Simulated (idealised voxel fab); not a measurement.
process module | voxel wiring stack
cross-section cut | 175 nm wide | cells 5 nm
A cross-section is a grid of square cells, given in bands from the top down. A band is one or more rows of cells.
Each band's line starts with the height of the band's top and of its bottom, in nm. Then come its materials from left to right, each with its width in nm. One material with "throughout" fills the band from edge to edge. "air" is empty space.
Height 0 is the level under which the wafer as received is all one material. The lowest band goes on downwards, as in "0 down".
A width such as "30 to 40" changes by the same amount from each row of cells to the next, from the band's top row to its bottom row.
"no change" after a step means that no cell of the cross-section changed.
closed voids: empty space of 8 cells or more with no open way to the top, each as width x height at its distance from the left edge, in nm
after a step's settings: what the simulator itself notes on the step
overlay nm, on a step with a mask: how far to the right of its planned place the mask lay; to the left if negative
plan
1 op RECEIVE | material Si
2 op CONFORMAL_DEP | material SiO2 | thk nm 15
3 op DIRECTIONAL_DEP | material TiN | thk nm 5
4 op DIRECTIONAL_DEP | material Ru | thk nm 15
5 op MASKED_ETCH | tone cover | mask id METAL_1 | width nm 25 | pitch nm 55 | etch materials Ru | depth nm 15 | overlay nm 0
6 op MASKED_ETCH | tone cover | mask id METAL_1 | width nm 25 | pitch nm 55 | etch materials TiN | depth nm 5 | overlay nm 0
7 op FILL_DEP | material lowk | thk nm 5
8 op CMP | height nm 35
9 op CONFORMAL_DEP | material SiCN | thk nm 5
10 op DIRECTIONAL_DEP | material lowk | thk nm 10
11 op DIRECTIONAL_DEP | material aC | thk nm 15
12 op PATTERN | tone open | mask id PLUG_1 | material resist | width nm 15 | pitch nm 55 | thk nm 30 | overlay nm 0
13 op DIRECTIONAL_ETCH | etch materials aC | depth nm 15
14 op STRIP | etch materials resist
15 op DIRECTIONAL_ETCH | etch materials lowk | depth nm 10
16 op DIRECTIONAL_ETCH | etch materials SiCN | depth nm 5
17 op STRIP | etch materials aC
18 op CONFORMAL_DEP | material TiN | thk nm 5
19 op FILL_DEP | material Ru | thk nm 5
20 op CMP | height nm 50
21 op CONFORMAL_DEP | material SiCN | thk nm 5
22 op DIRECTIONAL_DEP | material SiO2 | thk nm 15
23 op PATTERN | tone open | mask id METAL_2 | material resist | width nm 25 | pitch nm 55 | thk nm 15 | overlay nm 0
24 op DIRECTIONAL_ETCH | etch materials SiO2 | depth nm 15
25 op DIRECTIONAL_ETCH | etch materials SiCN | depth nm 5
26 op STRIP | etch materials resist
27 op CONFORMAL_DEP | material TiN | thk nm 5
28 op FILL_DEP | material Ru | thk nm 5
29 op CMP | height nm 70
30 op CONFORMAL_DEP | material SiCN | thk nm 5
31 op DIRECTIONAL_DEP | material SiO2 | thk nm 30
32 op MASKED_ETCH | tone open | mask id METAL_3_HOLES | width nm 15 | etch materials SiO2 | depth nm 30 | overlay nm 0
33 op MASKED_ETCH | tone open | mask id METAL_3 | width nm 25 | pitch nm 55 | etch materials SiO2 | depth nm 15 | overlay nm 0
34 op MASKED_ETCH | tone open | mask id METAL_3 | width nm 25 | pitch nm 55 | etch materials SiCN | depth nm 5 | overlay nm 0
35 op CONFORMAL_DEP | material TiN | thk nm 5
36 op FILL_DEP | material Ru | thk nm 5
37 op CMP | height nm 105
38 op CONFORMAL_DEP | material SiCN | thk nm 5
first wafer, as planned
as received, after step 1
  0 down: Si throughout
  closed voids: none
after step 2
  15 to 0: SiO2 throughout
  below 0: unchanged
after step 3
  20 to 15: TiN throughout
  below 15: unchanged
after step 4
  35 to 20: Ru throughout
  below 20: unchanged
after step 5
  35 to 20: air 45 | Ru 25 | air 30 | Ru 25 | air 50
  below 20: unchanged
after step 6
  35 to 20: air 45 | Ru 25 | air 30 | Ru 25 | air 50
  20 to 15: air 45 | TiN 25 | air 30 | TiN 25 | air 50
  below 15: unchanged
after step 7
  40 to 35: lowk throughout
  35 to 20: lowk 45 | Ru 25 | lowk 30 | Ru 25 | lowk 50
  20 to 15: lowk 45 | TiN 25 | lowk 30 | TiN 25 | lowk 50
  below 15: unchanged
after step 8
  35 to 20: lowk 45 | Ru 25 | lowk 30 | Ru 25 | lowk 50
  below 20: unchanged
after step 9
  40 to 35: SiCN throughout
  below 35: unchanged
after step 10
  50 to 40: lowk throughout
  below 40: unchanged
after step 11
  65 to 50: aC throughout
  below 50: unchanged
after step 12
  95 to 65: resist 45 | air 15 | resist 40 | air 15 | resist 60
  below 65: unchanged
after step 13
  80 to 65: resist 45 | air 15 | resist 40 | air 15 | resist 60
  65 to 50: aC 45 | air 15 | aC 40 | air 15 | aC 60
  below 50: unchanged
after step 14
  65 to 50: aC 45 | air 15 | aC 40 | air 15 | aC 60
  below 50: unchanged
after step 15
  65 to 50: aC 45 | air 15 | aC 40 | air 15 | aC 60
  50 to 40: lowk 45 | air 15 | lowk 40 | air 15 | lowk 60
  below 40: unchanged
after step 16
  65 to 50: aC 45 | air 15 | aC 40 | air 15 | aC 60
  50 to 40: lowk 45 | air 15 | lowk 40 | air 15 | lowk 60
  40 to 35: SiCN 45 | air 15 | SiCN 40 | air 15 | SiCN 60
  below 35: unchanged
after step 17
  50 to 40: lowk 45 | air 15 | lowk 40 | air 15 | lowk 60
  below 40: unchanged
after step 18
  55 to 50: TiN 50 | air 5 | TiN 50 | air 5 | TiN 65
  50 to 40: lowk 45 | TiN 5 | air 5 | TiN 5 | lowk 40 | TiN 5 | air 5 | TiN 5 | lowk 60
  40 to 35: SiCN 45 | TiN 15 | SiCN 40 | TiN 15 | SiCN 60
  below 35: unchanged
after step 19
  60 to 55: Ru throughout
  55 to 50: TiN 50 | Ru 5 | TiN 50 | Ru 5 | TiN 65
  50 to 40: lowk 45 | TiN 5 | Ru 5 | TiN 5 | lowk 40 | TiN 5 | Ru 5 | TiN 5 | lowk 60
  below 40: unchanged
after step 20
  50 to 40: lowk 45 | TiN 5 | Ru 5 | TiN 5 | lowk 40 | TiN 5 | Ru 5 | TiN 5 | lowk 60
  below 40: unchanged
after step 21
  55 to 50: SiCN throughout
  below 50: unchanged
after step 22
  70 to 55: SiO2 throughout
  below 55: unchanged
after step 23
  85 to 70: resist 45 | air 25 | resist 30 | air 25 | resist 50
  below 70: unchanged
after step 24
  85 to 70: resist 45 | air 25 | resist 30 | air 25 | resist 50
  70 to 55: SiO2 45 | air 25 | SiO2 30 | air 25 | SiO2 50
  below 55: unchanged
after step 25
  85 to 70: resist 45 | air 25 | resist 30 | air 25 | resist 50
  70 to 55: SiO2 45 | air 25 | SiO2 30 | air 25 | SiO2 50
  55 to 50: SiCN 45 | air 25 | SiCN 30 | air 25 | SiCN 50
  below 50: unchanged
after step 26
  70 to 55: SiO2 45 | air 25 | SiO2 30 | air 25 | SiO2 50
  below 55: unchanged
after step 27
  75 to 70: TiN 50 | air 15 | TiN 40 | air 15 | TiN 55
  70 to 55: SiO2 45 | TiN 5 | air 15 | TiN 5 | SiO2 30 | TiN 5 | air 15 | TiN 5 | SiO2 50
  55 to 50: SiCN 45 | TiN 25 | SiCN 30 | TiN 25 | SiCN 50
  below 50: unchanged
after step 28
  80 to 75: Ru throughout
  75 to 70: TiN 50 | Ru 15 | TiN 40 | Ru 15 | TiN 55
  70 to 55: SiO2 45 | TiN 5 | Ru 15 | TiN 5 | SiO2 30 | TiN 5 | Ru 15 | TiN 5 | SiO2 50
  below 55: unchanged
after step 29
  70 to 55: SiO2 45 | TiN 5 | Ru 15 | TiN 5 | SiO2 30 | TiN 5 | Ru 15 | TiN 5 | SiO2 50
  below 55: unchanged
after step 30
  75 to 70: SiCN throughout
  below 70: unchanged
after step 31
  105 to 75: SiO2 throughout
  below 75: unchanged
after step 32
  105 to 75: SiO2 45 | air 15 | SiO2 115
  below 75: unchanged
after step 33
  105 to 90: SiO2 45 | air 25 | SiO2 30 | air 25 | SiO2 50
  below 90: unchanged
after step 34
  105 to 90: SiO2 45 | air 25 | SiO2 30 | air 25 | SiO2 50
  90 to 75: SiO2 45 | air 15 | SiO2 115
  75 to 70: SiCN 45 | air 15 | SiCN 115
  below 70: unchanged
after step 35
  110 to 105: TiN 50 | air 15 | TiN 40 | air 15 | TiN 55
  105 to 95: SiO2 45 | TiN 5 | air 15 | TiN 5 | SiO2 30 | TiN 5 | air 15 | TiN 5 | SiO2 50
  95 to 90: SiO2 45 | TiN 5 | air 5 | TiN 15 | SiO2 30 | TiN 25 | SiO2 50
  90 to 75: SiO2 45 | TiN 5 | air 5 | TiN 5 | SiO2 115
  75 to 70: SiCN 45 | TiN 15 | SiCN 115
  below 70: unchanged
after step 36
  115 to 110: Ru throughout
  110 to 105: TiN 50 | Ru 15 | TiN 40 | Ru 15 | TiN 55
  105 to 95: SiO2 45 | TiN 5 | Ru 15 | TiN 5 | SiO2 30 | TiN 5 | Ru 15 | TiN 5 | SiO2 50
  95 to 90: SiO2 45 | TiN 5 | Ru 5 | TiN 15 | SiO2 30 | TiN 25 | SiO2 50
  90 to 75: SiO2 45 | TiN 5 | Ru 5 | TiN 5 | SiO2 115
  below 75: unchanged
after step 37
  105 to 95: SiO2 45 | TiN 5 | Ru 15 | TiN 5 | SiO2 30 | TiN 5 | Ru 15 | TiN 5 | SiO2 50
  below 95: unchanged
after step 38
  110 to 105: SiCN throughout
  below 105: unchanged
second wafer: like start, like plan, one mistake. Through step 1 it matches the first wafer
when step 2 should have ended
  30 to 0: SiO2 throughout
  below 0: unchanged
when step 3 should have ended
  35 to 30: TiN throughout
  below 30: unchanged
when step 4 should have ended
  50 to 35: Ru throughout
  below 35: unchanged
when step 5 should have ended
  50 to 35: air 45 | Ru 25 | air 30 | Ru 25 | air 50
  below 35: unchanged
when step 6 should have ended
  50 to 35: air 45 | Ru 25 | air 30 | Ru 25 | air 50
  35 to 30: air 45 | TiN 25 | air 30 | TiN 25 | air 50
  below 30: unchanged
when step 7 should have ended
  55 to 50: lowk throughout
  50 to 35: lowk 45 | Ru 25 | lowk 30 | Ru 25 | lowk 50
  35 to 30: lowk 45 | TiN 25 | lowk 30 | TiN 25 | lowk 50
  below 30: unchanged
when step 8 should have ended
  35 to 30: lowk 45 | TiN 25 | lowk 30 | TiN 25 | lowk 50
  below 30: unchanged
when step 9 should have ended
  40 to 35: SiCN throughout
  below 35: unchanged
when step 10 should have ended
  50 to 40: lowk throughout
  below 40: unchanged
when step 11 should have ended
  65 to 50: aC throughout
  below 50: unchanged
when step 12 should have ended
  95 to 65: resist 45 | air 15 | resist 40 | air 15 | resist 60
  below 65: unchanged
when step 13 should have ended
  80 to 65: resist 45 | air 15 | resist 40 | air 15 | resist 60
  65 to 50: aC 45 | air 15 | aC 40 | air 15 | aC 60
  below 50: unchanged
when step 14 should have ended
  65 to 50: aC 45 | air 15 | aC 40 | air 15 | aC 60
  below 50: unchanged
when step 15 should have ended
  65 to 50: aC 45 | air 15 | aC 40 | air 15 | aC 60
  50 to 40: lowk 45 | air 15 | lowk 40 | air 15 | lowk 60
  below 40: unchanged
when step 16 should have ended
  65 to 50: aC 45 | air 15 | aC 40 | air 15 | aC 60
  50 to 40: lowk 45 | air 15 | lowk 40 | air 15 | lowk 60
  40 to 35: SiCN 45 | air 15 | SiCN 40 | air 15 | SiCN 60
  below 35: unchanged
when step 17 should have ended
  50 to 40: lowk 45 | air 15 | lowk 40 | air 15 | lowk 60
  below 40: unchanged
when step 18 should have ended
  55 to 50: TiN 50 | air 5 | TiN 50 | air 5 | TiN 65
  50 to 40: lowk 45 | TiN 5 | air 5 | TiN 5 | lowk 40 | TiN 5 | air 5 | TiN 5 | lowk 60
  40 to 35: SiCN 45 | TiN 15 | SiCN 40 | TiN 15 | SiCN 60
  below 35: unchanged
when step 19 should have ended
  60 to 55: Ru throughout
  55 to 50: TiN 50 | Ru 5 | TiN 50 | Ru 5 | TiN 65
  50 to 40: lowk 45 | TiN 5 | Ru 5 | TiN 5 | lowk 40 | TiN 5 | Ru 5 | TiN 5 | lowk 60
  below 40: unchanged
when step 20 should have ended
  50 to 40: lowk 45 | TiN 5 | Ru 5 | TiN 5 | lowk 40 | TiN 5 | Ru 5 | TiN 5 | lowk 60
  below 40: unchanged
when step 21 should have ended
  55 to 50: SiCN throughout
  below 50: unchanged
when step 22 should have ended
  70 to 55: SiO2 throughout
  below 55: unchanged
when step 23 should have ended
  85 to 70: resist 45 | air 25 | resist 30 | air 25 | resist 50
  below 70: unchanged
when step 24 should have ended
  85 to 70: resist 45 | air 25 | resist 30 | air 25 | resist 50
  70 to 55: SiO2 45 | air 25 | SiO2 30 | air 25 | SiO2 50
  below 55: unchanged
when step 25 should have ended
  85 to 70: resist 45 | air 25 | resist 30 | air 25 | resist 50
  70 to 55: SiO2 45 | air 25 | SiO2 30 | air 25 | SiO2 50
  55 to 50: SiCN 45 | air 25 | SiCN 30 | air 25 | SiCN 50
  below 50: unchanged
when step 26 should have ended
  70 to 55: SiO2 45 | air 25 | SiO2 30 | air 25 | SiO2 50
  below 55: unchanged
when step 27 should have ended
  75 to 70: TiN 50 | air 15 | TiN 40 | air 15 | TiN 55
  70 to 55: SiO2 45 | TiN 5 | air 15 | TiN 5 | SiO2 30 | TiN 5 | air 15 | TiN 5 | SiO2 50
  55 to 50: SiCN 45 | TiN 25 | SiCN 30 | TiN 25 | SiCN 50
  below 50: unchanged
when step 28 should have ended
  80 to 75: Ru throughout
  75 to 70: TiN 50 | Ru 15 | TiN 40 | Ru 15 | TiN 55
  70 to 55: SiO2 45 | TiN 5 | Ru 15 | TiN 5 | SiO2 30 | TiN 5 | Ru 15 | TiN 5 | SiO2 50
  below 55: unchanged
when step 29 should have ended
  70 to 55: SiO2 45 | TiN 5 | Ru 15 | TiN 5 | SiO2 30 | TiN 5 | Ru 15 | TiN 5 | SiO2 50
  below 55: unchanged
when step 30 should have ended
  75 to 70: SiCN throughout
  below 70: unchanged
when step 31 should have ended
  105 to 75: SiO2 throughout
  below 75: unchanged
when step 32 should have ended
  105 to 75: SiO2 45 | air 15 | SiO2 115
  below 75: unchanged
when step 33 should have ended
  105 to 90: SiO2 45 | air 25 | SiO2 30 | air 25 | SiO2 50
  below 90: unchanged
when step 34 should have ended
  105 to 90: SiO2 45 | air 25 | SiO2 30 | air 25 | SiO2 50
  90 to 75: SiO2 45 | air 15 | SiO2 115
  75 to 70: SiCN 45 | air 15 | SiCN 115
  below 70: unchanged
when step 35 should have ended
  110 to 105: TiN 50 | air 15 | TiN 40 | air 15 | TiN 55
  105 to 95: SiO2 45 | TiN 5 | air 15 | TiN 5 | SiO2 30 | TiN 5 | air 15 | TiN 5 | SiO2 50
  95 to 90: SiO2 45 | TiN 5 | air 5 | TiN 15 | SiO2 30 | TiN 25 | SiO2 50
  90 to 75: SiO2 45 | TiN 5 | air 5 | TiN 5 | SiO2 115
  75 to 70: SiCN 45 | TiN 15 | SiCN 115
  below 70: unchanged
when step 36 should have ended
  115 to 110: Ru throughout
  110 to 105: TiN 50 | Ru 15 | TiN 40 | Ru 15 | TiN 55
  105 to 95: SiO2 45 | TiN 5 | Ru 15 | TiN 5 | SiO2 30 | TiN 5 | Ru 15 | TiN 5 | SiO2 50
  95 to 90: SiO2 45 | TiN 5 | Ru 5 | TiN 15 | SiO2 30 | TiN 25 | SiO2 50
  90 to 75: SiO2 45 | TiN 5 | Ru 5 | TiN 5 | SiO2 115
  below 75: unchanged
when step 37 should have ended
  105 to 95: SiO2 45 | TiN 5 | Ru 15 | TiN 5 | SiO2 30 | TiN 5 | Ru 15 | TiN 5 | SiO2 50
  below 95: unchanged
when step 38 should have ended
  110 to 105: SiCN throughout
  below 105: unchanged
what went wrong: step 2 was run twice
at the end the second wafer has, in cells: 30 fewer of Ru | 105 more of SiO2 | 75 fewer of lowk
